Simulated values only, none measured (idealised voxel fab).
A process module follows: voxel self aligned vias.
Square cell edge 5 nm, section width 250 nm, ID cut.
A cross-section is a grid of square cells, given in bands from the top down. A band is one or more rows of cells.
Heads up on the band format: heights come first, top then bottom, in nm. After that it's the materials left to right, each with its width in nm. A single material flagged "full width" fills the whole band edge to edge, and "empty" means there's empty space there.
For the purposes of this specification, 0 denotes the height below which the wafer in its as-received condition is composed wholly of one material, and the lowermost band, lacking a lower limit, extends downward without end, as expressed in "from 0 down".
Width spec "30->40" -> top row of cells at first value, bottom row at second value, equal per-row change in between.
The cross-section has no changed cell in any step marked "all unchanged".
Enclosed voids (no open way to top), threshold 8 cells or more, entry "Non-vented voids", notation width x height at distance, distance from left edge, nm.
On a step's line, text after the settings is the simulator commenting on that step.
The optional step-line setting "overlay nm" applies to steps with a mask and quantifies how far to the right of its planned location the mask lay, a negative value indicating leftward placement.
## Listed below are the process steps as planned
1. RECEIVE, material Si
2. CONFORMAL_DEP, material SiO2, thk nm 10
3. CONFORMAL_DEP, material SiCN, thk nm 5
4. DIRECTIONAL_DEP, material SiO2, thk nm 20
5. PATTERN, tone open, mask id LINES, material resist, width nm 30, pitch nm 55, thk nm 15, overlay nm 0
6. DIRECTIONAL_ETCH, etch materials SiO2, depth nm 20
7. STRIP, etch materials resist
8. CONFORMAL_DEP, material TiN, thk nm 5
9. FILL_DEP, material Ru, thk nm 5
10. CMP, height nm 35
11. SELECTIVE_ETCH, etch materials W Ru TiN, depth nm 5
12. FILL_DEP, material SiN, thk nm 10
13. CMP, height nm 35
14. DIRECTIONAL_DEP, material SiO2, thk nm 20
15. MASKED_ETCH, tone open, mask id VIAS, width nm 40, pitch nm 55, etch materials SiO2, depth nm 20, overlay nm 0
16. MASKED_ETCH, tone open, mask id VIAS, width nm 40, pitch nm 55, etch materials SiN, depth nm 5, overlay nm 0
17. CONFORMAL_DEP, material TiN, thk nm 5
18. FILL_DEP, material Ru, thk nm 10
19. CMP, height nm 55
20. CONFORMAL_DEP, material SiCN, thk nm 5
## The first of a set of two wafers, run to plan
## Cross-section of the wafer upon arrival, representing the state reached after step 1
- from 0 down = Si full width
- Non-vented voids: none
## Cross-sectional representation of the wafer at the conclusion of step 2
- from 10 to 0 = SiO2 full width
- Everything under 0 stays put, no change at all.
## Cross-sectional representation of the wafer at the conclusion of step 3
- from 15 to 10 = SiCN full width
- Everything under 10 stays put, no change at all.
## Cross-sectional representation of the wafer at the conclusion of step 4
- from 35 to 15 = SiO2 full width
- Everything under 15 stays put, no change at all.
## Cross-sectional representation of the wafer at the conclusion of step 5
- from 50 to 35 = resist (55), empty (30), resist (25), empty (30), resist (25), empty (30), resist (55)
- Everything under 35 stays put, no change at all.
## Cross-sectional representation of the wafer at the conclusion of step 6
- from 50 to 35 = resist (55), empty (30), resist (25), empty (30), resist (25), empty (30), resist (55)
- from 35 to 15 = SiO2 (55), empty (30), SiO2 (25), empty (30), SiO2 (25), empty (30), SiO2 (55)
- Everything under 15 stays put, no change at all.
## Cross-sectional representation of the wafer at the conclusion of step 7
- from 35 to 15 = SiO2 (55), empty (30), SiO2 (25), empty (30), SiO2 (25), empty (30), SiO2 (55)
- Everything under 15 stays put, no change at all.
## Cross-sectional representation of the wafer at the conclusion of step 8
- from 40 to 35 = TiN (60), empty (20), TiN (35), empty (20), TiN (35), empty (20), TiN (60)
- from 35 to 20 = SiO2 (55), TiN (5), empty (20), TiN (5), SiO2 (25), TiN (5), empty (20), TiN (5), SiO2 (25), TiN (5), empty (20), TiN (5), SiO2 (55)
- from 20 to 15 = SiO2 (55), TiN (30), SiO2 (25), TiN (30), SiO2 (25), TiN (30), SiO2 (55)
- Everything under 15 stays put, no change at all.
## Cross-sectional representation of the wafer at the conclusion of step 9
- from 45 to 40 = Ru full width
- from 40 to 35 = TiN (60), Ru (20), TiN (35), Ru (20), TiN (35), Ru (20), TiN (60)
- from 35 to 20 = SiO2 (55), TiN (5), Ru (20), TiN (5), SiO2 (25), TiN (5), Ru (20), TiN (5), SiO2 (25), TiN (5), Ru (20), TiN (5), SiO2 (55)
- Everything under 20 stays put, no change at all.
## Cross-sectional representation of the wafer at the conclusion of step 10
- from 35 to 20 = SiO2 (55), TiN (5), Ru (20), TiN (5), SiO2 (25), TiN (5), Ru (20), TiN (5), SiO2 (25), TiN (5), Ru (20), TiN (5), SiO2 (55)
- Everything under 20 stays put, no change at all.
## Cross-sectional representation of the wafer at the conclusion of step 11
- from 35 to 30 = SiO2 (55), empty (30), SiO2 (25), empty (30), SiO2 (25), empty (30), SiO2 (55)
- Everything under 30 stays put, no change at all.
## Cross-sectional representation of the wafer at the conclusion of step 12
- from 45 to 35 = SiN full width
- from 35 to 30 = SiO2 (55), SiN (30), SiO2 (25), SiN (30), SiO2 (25), SiN (30), SiO2 (55)
- Everything under 30 stays put, no change at all.
## Cross-sectional representation of the wafer at the conclusion of step 13
- from 35 to 30 = SiO2 (55), SiN (30), SiO2 (25), SiN (30), SiO2 (25), SiN (30), SiO2 (55)
- Everything under 30 stays put, no change at all.
## Cross-sectional representation of the wafer at the conclusion of step 14
- from 55 to 35 = SiO2 full width
- Everything under 35 stays put, no change at all.
## Cross-sectional representation of the wafer at the conclusion of step 15
- from 55 to 35 = SiO2 (50), empty (40), SiO2 (15), empty (40), SiO2 (15), empty (40), SiO2 (50)
- Everything under 35 stays put, no change at all.
## Cross-sectional representation of the wafer at the conclusion of step 16
- from 55 to 35 = SiO2 (50), empty (40), SiO2 (15), empty (40), SiO2 (15), empty (40), SiO2 (50)
- from 35 to 30 = SiO2 (55), empty (30), SiO2 (25), empty (30), SiO2 (25), empty (30), SiO2 (55)
- Everything under 30 stays put, no change at all.
## Cross-sectional representation of the wafer at the conclusion of step 17
- from 60 to 55 = TiN (55), empty (30), TiN (25), empty (30), TiN (25), empty (30), TiN (55)
- from 55 to 40 = SiO2 (50), TiN (5), empty (30), TiN (5), SiO2 (15), TiN (5), empty (30), TiN (5), SiO2 (15), TiN (5), empty (30), TiN (5), SiO2 (50)
- from 40 to 35 = SiO2 (50), TiN (10), empty (20), TiN (10), SiO2 (15), TiN (10), empty (20), TiN (10), SiO2 (15), TiN (10), empty (20), TiN (10), SiO2 (50)
- from 35 to 30 = SiO2 (55), TiN (30), SiO2 (25), TiN (30), SiO2 (25), TiN (30), SiO2 (55)
- Everything under 30 stays put, no change at all.
## Cross-sectional representation of the wafer at the conclusion of step 18
- from 70 to 60 = Ru full width
- from 60 to 55 = TiN (55), Ru (30), TiN (25), Ru (30), TiN (25), Ru (30), TiN (55)
- from 55 to 40 = SiO2 (50), TiN (5), Ru (30), TiN (5), SiO2 (15), TiN (5), Ru (30), TiN (5), SiO2 (15), TiN (5), Ru (30), TiN (5), SiO2 (50)
- from 40 to 35 = SiO2 (50), TiN (10), Ru (20), TiN (10), SiO2 (15), TiN (10), Ru (20), TiN (10), SiO2 (15), TiN (10), Ru (20), TiN (10), SiO2 (50)
- Everything under 35 stays put, no change at all.
## Cross-sectional representation of the wafer at the conclusion of step 19
- from 55 to 40 = SiO2 (50), TiN (5), Ru (30), TiN (5), SiO2 (15), TiN (5), Ru (30), TiN (5), SiO2 (15), TiN (5), Ru (30), TiN (5), SiO2 (50)
- Everything under 40 stays put, no change at all.
## Cross-sectional representation of the wafer at the conclusion of step 20
- from 60 to 55 = SiCN full width
- Everything under 55 stays put, no change at all.
## Second wafer: same start and same plan as the first, one execution error; identical to the first through step 18
Second wafer, section view, time point: scheduled end of step 19: all unchanged
## Second wafer, section view, time point: scheduled end of step 20
- from 75 to 70 = SiCN full width
- Everything under 70 stays put, no change at all.
Want to know what went wrong? step 19 was left out
The closing comparison, in cells, has the second wafer with more or fewer of some materials than the first: +118 Ru; +32 TiN
